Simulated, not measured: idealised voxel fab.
process module | voxel gate over fins
The figure presents cross-section cut, which has a width of 160 nm and is divided into square cells with an edge length of 5 nm.
A cross-section in this document is a grid of square cells, and it is written down as bands, the top band listed before the ones below it; a band is made up of one or more rows of cells.
Each band's line starts with the height of the band's top and of its bottom, in nm. Then come its materials from left to right, each with its width in nm. One material with "full width" fills the band from edge to edge. "empty" is empty space.
Note: height 0 marks the level under which the wafer is uniformly one material as received. Lowest band unbounded below, written "0 and below".
The expression "30 to 40" gives the width at the extremes of the band, the first number at its top row of cells and the second at its bottom row, with the width changing by equal amounts from each row to the next in between.
"no alterations made" for a step: no cell of the cross-section changed in that step.
You'll see "Completely sealed voids" listing empty spaces that have no way open to the top, as long as they're 8 cells or more; the notation is width x height at distance, where the distance is from the left edge, and all of it is in nm.
On a step's line, text after the settings is the simulator commenting on that step.
"overlay nm", when on a step's line for a step with a mask, measures how far to the right of its planned place the mask lay; a negative measure means to the left.

[These are the steps we planned for the process]
1. RECEIVE | material Si
2. CONFORMAL_DEP | material SiN | thk nm 10
3. MASKED_ETCH | tone cover | mask id FINS | width nm 15 | pitch nm 60 | etch materials SiN | depth nm 10 | overlay nm 0
4. MASKED_ETCH | tone cover | mask id FINS | width nm 15 | pitch nm 60 | etch materials Si | depth nm 35 | overlay nm 0
5. OXIDIZE | depth nm 5
6. FILL_DEP | material SiO2 | thk nm 15
7. CMP | height nm 10
8. MASKED_ETCH | tone open | mask id RAIL | width nm 15 | etch materials SiO2 | depth nm 40 | overlay nm 0
9. CONFORMAL_DEP | material TiN | thk nm 5
10. FILL_DEP | material Ru | thk nm 5
11. CMP | height nm 10
12. SELECTIVE_ETCH | etch materials W Ru TiN | depth nm 25
13. FILL_DEP | material SiO2 | thk nm 5
14. CMP | height nm 10
15. SELECTIVE_ETCH | etch materials SiO2 | depth nm 20
16. STRIP | etch materials SiN
17. CONFORMAL_DEP | material HfO2 | thk nm 5
18. CONFORMAL_DEP | material TiN | thk nm 5
19. CONFORMAL_DEP | material TiAl | thk nm 5
20. CONFORMAL_DEP | material TiN | thk nm 5
21. FILL_DEP | material W | thk nm 10
22. CMP | height nm 25
23. CONFORMAL_DEP | material SiN | thk nm 10

[The first of a set of two wafers, run to plan]

[Cross-sectional view of the wafer in its as-received condition, corresponding to the state after step 1]
* 0 and below: Si full width
* Completely sealed voids: none

[Once step 2 is through, the wafer looks like this in cross-section]
* 10 down to 0: SiN full width
* For the remainder of the cross-section, below 0, there is no change.

[Once step 3 is through, the wafer looks like this in cross-section]
* 10 down to 0: empty 40 nm; SiN 15 nm; empty 45 nm; SiN 15 nm; empty 45 nm
* For the remainder of the cross-section, below 0, there is no change.

[Once step 4 is through, the wafer looks like this in cross-section]
* 10 down to 0: empty 40 nm; SiN 15 nm; empty 45 nm; SiN 15 nm; empty 45 nm
* 0 down to -35: empty 40 nm; Si 15 nm; empty 45 nm; Si 15 nm; empty 45 nm
* For the remainder of the cross-section, below -35, there is no change.

[Once step 5 is through, the wafer looks like this in cross-section]
* 10 down to 0: empty 40 nm; SiN 15 nm; empty 45 nm; SiN 15 nm; empty 45 nm
* 0 down to -35: empty 40 nm; SiO2 5 nm; Si 5 nm; SiO2 5 nm; empty 45 nm; SiO2 5 nm; Si 5 nm; SiO2 5 nm; empty 45 nm
* -35 down to -40: SiO2 45 nm; Si 5 nm; SiO2 55 nm; Si 5 nm; SiO2 50 nm
* For the remainder of the cross-section, below -40, there is no change.

[Once step 6 is through, the wafer looks like this in cross-section]
* 25 down to 10: SiO2 full width
* 10 down to 0: SiO2 40 nm; SiN 15 nm; SiO2 45 nm; SiN 15 nm; SiO2 45 nm
* 0 down to -40: SiO2 45 nm; Si 5 nm; SiO2 55 nm; Si 5 nm; SiO2 50 nm
* For the remainder of the cross-section, below -40, there is no change.

[Once step 7 is through, the wafer looks like this in cross-section]
* 10 down to 0: SiO2 40 nm; SiN 15 nm; SiO2 45 nm; SiN 15 nm; SiO2 45 nm
* For the remainder of the cross-section, below 0, there is no change.

[Once step 8 is through, the wafer looks like this in cross-section]
* 10 down to 0: SiO2 40 nm; SiN 15 nm; SiO2 15 nm; empty 15 nm; SiO2 15 nm; SiN 15 nm; SiO2 45 nm
* 0 down to -30: SiO2 45 nm; Si 5 nm; SiO2 20 nm; empty 15 nm; SiO2 20 nm; Si 5 nm; SiO2 50 nm
* For the remainder of the cross-section, below -30, there is no change.

[Once step 9 is through, the wafer looks like this in cross-section]
* 15 down to 10: TiN 75 nm; empty 5 nm; TiN 80 nm
* 10 down to 0: SiO2 40 nm; SiN 15 nm; SiO2 15 nm; TiN 5 nm; empty 5 nm; TiN 5 nm; SiO2 15 nm; SiN 15 nm; SiO2 45 nm
* 0 down to -25: SiO2 45 nm; Si 5 nm; SiO2 20 nm; TiN 5 nm; empty 5 nm; TiN 5 nm; SiO2 20 nm; Si 5 nm; SiO2 50 nm
* -25 down to -30: SiO2 45 nm; Si 5 nm; SiO2 20 nm; TiN 15 nm; SiO2 20 nm; Si 5 nm; SiO2 50 nm
* For the remainder of the cross-section, below -30, there is no change.

[Once step 10 is through, the wafer looks like this in cross-section]
* 20 down to 15: Ru full width
* 15 down to 10: TiN 75 nm; Ru 5 nm; TiN 80 nm
* 10 down to 0: SiO2 40 nm; SiN 15 nm; SiO2 15 nm; TiN 5 nm; Ru 5 nm; TiN 5 nm; SiO2 15 nm; SiN 15 nm; SiO2 45 nm
* 0 down to -25: SiO2 45 nm; Si 5 nm; SiO2 20 nm; TiN 5 nm; Ru 5 nm; TiN 5 nm; SiO2 20 nm; Si 5 nm; SiO2 50 nm
* For the remainder of the cross-section, below -25, there is no change.

[Once step 11 is through, the wafer looks like this in cross-section]
* 10 down to 0: SiO2 40 nm; SiN 15 nm; SiO2 15 nm; TiN 5 nm; Ru 5 nm; TiN 5 nm; SiO2 15 nm; SiN 15 nm; SiO2 45 nm
* For the remainder of the cross-section, below 0, there is no change.

[Once step 12 is through, the wafer looks like this in cross-section]
* 10 down to 0: SiO2 40 nm; SiN 15 nm; SiO2 15 nm; empty 15 nm; SiO2 15 nm; SiN 15 nm; SiO2 45 nm
* 0 down to -15: SiO2 45 nm; Si 5 nm; SiO2 20 nm; empty 15 nm; SiO2 20 nm; Si 5 nm; SiO2 50 nm
* For the remainder of the cross-section, below -15, there is no change.

[Once step 13 is through, the wafer looks like this in cross-section]
* 15 down to 10: SiO2 full width
* 10 down to 0: SiO2 40 nm; SiN 15 nm; SiO2 45 nm; SiN 15 nm; SiO2 45 nm
* 0 down to -15: SiO2 45 nm; Si 5 nm; SiO2 55 nm; Si 5 nm; SiO2 50 nm
* For the remainder of the cross-section, below -15, there is no change.

[Once step 14 is through, the wafer looks like this in cross-section]
* 10 down to 0: SiO2 40 nm; SiN 15 nm; SiO2 45 nm; SiN 15 nm; SiO2 45 nm
* For the remainder of the cross-section, below 0, there is no change.

[Once step 15 is through, the wafer looks like this in cross-section]
* 10 down to 0: empty 40 nm; SiN 15 nm; empty 45 nm; SiN 15 nm; empty 45 nm
* 0 down to -10: empty 45 nm; Si 5 nm; empty 55 nm; Si 5 nm; empty 50 nm
* For the remainder of the cross-section, below -10, there is no change.

[Once step 16 is through, the wafer looks like this in cross-section]
* 0 down to -10: empty 45 nm; Si 5 nm; empty 55 nm; Si 5 nm; empty 50 nm
* For the remainder of the cross-section, below -10, there is no change.

[Once step 17 is through, the wafer looks like this in cross-section]
* 5 down to 0: empty 40 nm; HfO2 15 nm; empty 45 nm; HfO2 15 nm; empty 45 nm
* 0 down to -5: empty 40 nm; HfO2 5 nm; Si 5 nm; HfO2 5 nm; empty 45 nm; HfO2 5 nm; Si 5 nm; HfO2 5 nm; empty 45 nm
* -5 down to -10: HfO2 45 nm; Si 5 nm; HfO2 55 nm; Si 5 nm; HfO2 50 nm
* For the remainder of the cross-section, below -10, there is no change.

[Once step 18 is through, the wafer looks like this in cross-section]
* 10 down to 5: empty 35 nm; TiN 25 nm; empty 35 nm; TiN 25 nm; empty 40 nm
* 5 down to 0: empty 35 nm; TiN 5 nm; HfO2 15 nm; TiN 5 nm; empty 35 nm; TiN 5 nm; HfO2 15 nm; TiN 5 nm; empty 40 nm
* 0 down to -5: TiN 40 nm; HfO2 5 nm; Si 5 nm; HfO2 5 nm; TiN 45 nm; HfO2 5 nm; Si 5 nm; HfO2 5 nm; TiN 45 nm
* For the remainder of the cross-section, below -5, there is no change.

[Once step 19 is through, the wafer looks like this in cross-section]
* 15 down to 10: empty 30 nm; TiAl 35 nm; empty 25 nm; TiAl 35 nm; empty 35 nm
* 10 down to 5: empty 30 nm; TiAl 5 nm; TiN 25 nm; TiAl 5 nm; empty 25 nm; TiAl 5 nm; TiN 25 nm; TiAl 5 nm; empty 35 nm
* 5 down to 0: TiAl 35 nm; TiN 5 nm; HfO2 15 nm; TiN 5 nm; TiAl 35 nm; TiN 5 nm; HfO2 15 nm; TiN 5 nm; TiAl 40 nm
* For the remainder of the cross-section, below 0, there is no change.

[Once step 20 is through, the wafer looks like this in cross-section]
* 20 down to 15: empty 25 nm; TiN 45 nm; empty 15 nm; TiN 45 nm; empty 30 nm
* 15 down to 10: empty 25 nm; TiN 5 nm; TiAl 35 nm; TiN 5 nm; empty 15 nm; TiN 5 nm; TiAl 35 nm; TiN 5 nm; empty 30 nm
* 10 down to 5: TiN 30 nm; TiAl 5 nm; TiN 25 nm; TiAl 5 nm; TiN 25 nm; TiAl 5 nm; TiN 25 nm; TiAl 5 nm; TiN 35 nm
* For the remainder of the cross-section, below 5, there is no change.

[Once step 21 is through, the wafer looks like this in cross-section]
* 30 down to 20: W full width
* 20 down to 15: W 25 nm; TiN 45 nm; W 15 nm; TiN 45 nm; W 30 nm
* 15 down to 10: W 25 nm; TiN 5 nm; TiAl 35 nm; TiN 5 nm; W 15 nm; TiN 5 nm; TiAl 35 nm; TiN 5 nm; W 30 nm
* For the remainder of the cross-section, below 10, there is no change.

[Once step 22 is through, the wafer looks like this in cross-section]
* 25 down to 20: W full width
* For the remainder of the cross-section, below 20, there is no change.

[Once step 23 is through, the wafer looks like this in cross-section]
* 35 down to 25: SiN full width
* For the remainder of the cross-section, below 25, there is no change.

[Wafer two of the pair: same origin, same plan, one error during the run; identical to wafer one up to and including step 15]

[Here is the second wafer in cross-section at the point where step 16 of the plan should have been done]
* 10 down to 0: empty 40 nm; SiN 15 nm; empty 45 nm; SiN 15 nm; empty 45 nm
* 0 down to -40: empty 45 nm; Si 5 nm; empty 55 nm; Si 5 nm; empty 50 nm
* For the remainder of the cross-section, below -40, there is no change.

[Here is the second wafer in cross-section at the point where step 17 of the plan should have been done]
* 15 down to 10: empty 35 nm; HfO2 25 nm; empty 35 nm; HfO2 25 nm; empty 40 nm
* 10 down to 0: empty 35 nm; HfO2 5 nm; SiN 15 nm; HfO2 5 nm; empty 35 nm; HfO2 5 nm; SiN 15 nm; HfO2 5 nm; empty 40 nm
* 0 down to -5: empty 35 nm; HfO2 10 nm; Si 5 nm; HfO2 10 nm; empty 35 nm; HfO2 10 nm; Si 5 nm; HfO2 10 nm; empty 40 nm
* -5 down to -35: empty 40 nm; HfO2 5 nm; Si 5 nm; HfO2 5 nm; empty 45 nm; HfO2 5 nm; Si 5 nm; HfO2 5 nm; empty 45 nm
* -35 down to -40: HfO2 45 nm; Si 5 nm; HfO2 55 nm; Si 5 nm; HfO2 50 nm
* For the remainder of the cross-section, below -40, there is no change.

[Here is the second wafer in cross-section at the point where step 18 of the plan should have been done]
* 20 down to 15: empty 30 nm; TiN 35 nm; empty 25 nm; TiN 35 nm; empty 35 nm
* 15 down to 10: empty 30 nm; TiN 5 nm; HfO2 25 nm; TiN 5 nm; empty 25 nm; TiN 5 nm; HfO2 25 nm; TiN 5 nm; empty 35 nm
* 10 down to 0: empty 30 nm; TiN 5 nm; HfO2 5 nm; SiN 15 nm; HfO2 5 nm; TiN 5 nm; empty 25 nm; TiN 5 nm; HfO2 5 nm; SiN 15 nm; HfO2 5 nm; TiN 5 nm; empty 35 nm
* 0 down to -10: empty 30 nm; TiN 5 to 10 nm; HfO2 10 to 5 nm; Si 5 nm; HfO2 10 to 5 nm; TiN 5 to 10 nm; empty 25 nm; TiN 5 to 10 nm; HfO2 10 to 5 nm; Si 5 nm; HfO2 10 to 5 nm; TiN 5 to 10 nm; empty 35 nm
* -10 down to -30: empty 35 nm; TiN 5 nm; HfO2 5 nm; Si 5 nm; HfO2 5 nm; TiN 5 nm; empty 35 nm; TiN 5 nm; HfO2 5 nm; Si 5 nm; HfO2 5 nm; TiN 5 nm; empty 40 nm
* -30 down to -35: TiN 40 nm; HfO2 5 nm; Si 5 nm; HfO2 5 nm; TiN 45 nm; HfO2 5 nm; Si 5 nm; HfO2 5 nm; TiN 45 nm
* For the remainder of the cross-section, below -35, there is no change.

[Here is the second wafer in cross-section at the point where step 19 of the plan should have been done]
* 25 down to 20: empty 25 nm; TiAl 45 nm; empty 15 nm; TiAl 45 nm; empty 30 nm
* 20 down to 15: empty 25 nm; TiAl 5 nm; TiN 35 nm; TiAl 5 nm; empty 15 nm; TiAl 5 nm; TiN 35 nm; TiAl 5 nm; empty 30 nm
* 15 down to 10: empty 25 nm; TiAl 5 nm; TiN 5 nm; HfO2 25 nm; TiN 5 nm; TiAl 5 nm; empty 15 nm; TiAl 5 nm; TiN 5 nm; HfO2 25 nm; TiN 5 nm; TiAl 5 nm; empty 30 nm
* 10 down to 0: empty 25 nm; TiAl 5 nm; TiN 5 nm; HfO2 5 nm; SiN 15 nm; HfO2 5 nm; TiN 5 nm; TiAl 5 nm; empty 15 nm; TiAl 5 nm; TiN 5 nm; HfO2 5 nm; SiN 15 nm; HfO2 5 nm; TiN 5 nm; TiAl 5 nm; empty 30 nm
* 0 down to -10: empty 25 nm; TiAl 5 nm; TiN 5 to 10 nm; HfO2 10 to 5 nm; Si 5 nm; HfO2 10 to 5 nm; TiN 5 to 10 nm; TiAl 5 nm; empty 15 nm; TiAl 5 nm; TiN 5 to 10 nm; HfO2 10 to 5 nm; Si 5 nm; HfO2 10 to 5 nm; TiN 5 to 10 nm; TiAl 5 nm; empty 30 nm
* -10 down to -15: empty 25 nm; TiAl 10 nm; TiN 5 nm; HfO2 5 nm; Si 5 nm; HfO2 5 nm; TiN 5 nm; TiAl 10 nm; empty 15 nm; TiAl 10 nm; TiN 5 nm; HfO2 5 nm; Si 5 nm; HfO2 5 nm; TiN 5 nm; TiAl 10 nm; empty 30 nm
* -15 down to -25: empty 30 nm; TiAl 5 nm; TiN 5 nm; HfO2 5 nm; Si 5 nm; HfO2 5 nm; TiN 5 nm; TiAl 5 nm; empty 25 nm; TiAl 5 nm; TiN 5 nm; HfO2 5 nm; Si 5 nm; HfO2 5 nm; TiN 5 nm; TiAl 5 nm; empty 35 nm
* -25 down to -30: TiAl 35 nm; TiN 5 nm; HfO2 5 nm; Si 5 nm; HfO2 5 nm; TiN 5 nm; TiAl 35 nm; TiN 5 nm; HfO2 5 nm; Si 5 nm; HfO2 5 nm; TiN 5 nm; TiAl 40 nm
* For the remainder of the cross-section, below -30, there is no change.

[Here is the second wafer in cross-section at the point where step 20 of the plan should have been done]
* 30 down to 25: empty 20 nm; TiN 55 nm; empty 5 nm; TiN 55 nm; empty 25 nm
* 25 down to 20: empty 20 nm; TiN 5 nm; TiAl 45 nm; TiN 5 nm; empty 5 nm; TiN 5 nm; TiAl 45 nm; TiN 5 nm; empty 25 nm
* 20 down to 15: empty 20 nm; TiN 5 nm; TiAl 5 nm; TiN 35 nm; TiAl 5 nm; TiN 5 nm; empty 5 nm; TiN 5 nm; TiAl 5 nm; TiN 35 nm; TiAl 5 nm; TiN 5 nm; empty 25 nm
* 15 down to 10: empty 20 nm; TiN 5 nm; TiAl 5 nm; TiN 5 nm; HfO2 25 nm; TiN 5 nm; TiAl 5 nm; TiN 5 nm; empty 5 nm; TiN 5 nm; TiAl 5 nm; TiN 5 nm; HfO2 25 nm; TiN 5 nm; TiAl 5 nm; TiN 5 nm; empty 25 nm
* 10 down to 0: empty 20 nm; TiN 5 nm; TiAl 5 nm; TiN 5 nm; HfO2 5 nm; SiN 15 nm; HfO2 5 nm; TiN 5 nm; TiAl 5 nm; TiN 5 nm; empty 5 nm; TiN 5 nm; TiAl 5 nm; TiN 5 nm; HfO2 5 nm; SiN 15 nm; HfO2 5 nm; TiN 5 nm; TiAl 5 nm; TiN 5 nm; empty 25 nm
* 0 down to -10: empty 20 nm; TiN 5 nm; TiAl 5 nm; TiN 5 to 10 nm; HfO2 10 to 5 nm; Si 5 nm; HfO2 10 to 5 nm; TiN 5 to 10 nm; TiAl 5 nm; TiN 5 nm; empty 5 nm; TiN 5 nm; TiAl 5 nm; TiN 5 to 10 nm; HfO2 10 to 5 nm; Si 5 nm; HfO2 10 to 5 nm; TiN 5 to 10 nm; TiAl 5 nm; TiN 5 nm; empty 25 nm
* -10 down to -20: empty 20 nm; TiN 5 to 10 nm; TiAl 10 to 5 nm; TiN 5 nm; HfO2 5 nm; Si 5 nm; HfO2 5 nm; TiN 5 nm; TiAl 10 to 5 nm; TiN 5 to 10 nm; empty 5 nm; TiN 5 to 10 nm; TiAl 10 to 5 nm; TiN 5 nm; HfO2 5 nm; Si 5 nm; HfO2 5 nm; TiN 5 nm; TiAl 10 to 5 nm; TiN 5 to 10 nm; empty 25 nm
* -20 down to -25: TiN 30 nm; TiAl 5 nm; TiN 5 nm; HfO2 5 nm; Si 5 nm; HfO2 5 nm; TiN 5 nm; TiAl 5 nm; TiN 25 nm; TiAl 5 nm; TiN 5 nm; HfO2 5 nm; Si 5 nm; HfO2 5 nm; TiN 5 nm; TiAl 5 nm; TiN 35 nm
* For the remainder of the cross-section, below -25, there is no change.

[Here is the second wafer in cross-section at the point where step 21 of the plan should have been done]
* 40 down to 30: W full width
* 30 down to 25: W 20 nm; TiN 55 nm; W 5 nm; TiN 55 nm; W 25 nm
* 25 down to 20: W 20 nm; TiN 5 nm; TiAl 45 nm; TiN 5 nm; W 5 nm; TiN 5 nm; TiAl 45 nm; TiN 5 nm; W 25 nm
* 20 down to 15: W 20 nm; TiN 5 nm; TiAl 5 nm; TiN 35 nm; TiAl 5 nm; TiN 5 nm; W 5 nm; TiN 5 nm; TiAl 5 nm; TiN 35 nm; TiAl 5 nm; TiN 5 nm; W 25 nm
* 15 down to 10: W 20 nm; TiN 5 nm; TiAl 5 nm; TiN 5 nm; HfO2 25 nm; TiN 5 nm; TiAl 5 nm; TiN 5 nm; W 5 nm; TiN 5 nm; TiAl 5 nm; TiN 5 nm; HfO2 25 nm; TiN 5 nm; TiAl 5 nm; TiN 5 nm; W 25 nm
* 10 down to 0: W 20 nm; TiN 5 nm; TiAl 5 nm; TiN 5 nm; HfO2 5 nm; SiN 15 nm; HfO2 5 nm; TiN 5 nm; TiAl 5 nm; TiN 5 nm; W 5 nm; TiN 5 nm; TiAl 5 nm; TiN 5 nm; HfO2 5 nm; SiN 15 nm; HfO2 5 nm; TiN 5 nm; TiAl 5 nm; TiN 5 nm; W 25 nm
* 0 down to -10: W 20 nm; TiN 5 nm; TiAl 5 nm; TiN 5 to 10 nm; HfO2 10 to 5 nm; Si 5 nm; HfO2 10 to 5 nm; TiN 5 to 10 nm; TiAl 5 nm; TiN 5 nm; W 5 nm; TiN 5 nm; TiAl 5 nm; TiN 5 to 10 nm; HfO2 10 to 5 nm; Si 5 nm; HfO2 10 to 5 nm; TiN 5 to 10 nm; TiAl 5 nm; TiN 5 nm; W 25 nm
* -10 down to -20: W 20 nm; TiN 5 to 10 nm; TiAl 10 to 5 nm; TiN 5 nm; HfO2 5 nm; Si 5 nm; HfO2 5 nm; TiN 5 nm; TiAl 10 to 5 nm; TiN 5 to 10 nm; W 5 nm; TiN 5 to 10 nm; TiAl 10 to 5 nm; TiN 5 nm; HfO2 5 nm; Si 5 nm; HfO2 5 nm; TiN 5 nm; TiAl 10 to 5 nm; TiN 5 to 10 nm; W 25 nm
* For the remainder of the cross-section, below -20, there is no change.

[Here is the second wafer in cross-section at the point where step 22 of the plan should have been done]
* 25 down to 20: W 20 nm; TiN 5 nm; TiAl 45 nm; TiN 5 nm; W 5 nm; TiN 5 nm; TiAl 45 nm; TiN 5 nm; W 25 nm
* For the remainder of the cross-section, below 20, there is no change.

[Here is the second wafer in cross-section at the point where step 23 of the plan should have been done]
* 35 down to 25: SiN full width
* For the remainder of the cross-section, below 25, there is no change.
Deviation noted in wafer processing: so step 16 ended up running with a different setting than we planned, it ran as STRIP | etch materials SiO2
Final wafer comparison in cells, second versus first, more or fewer per material: HfO2: 40 more | Ru: 2 fewer | SiN: 12 more | SiO2: 171 fewer | TiAl: 40 more | TiN: 51 more | W: 30 more
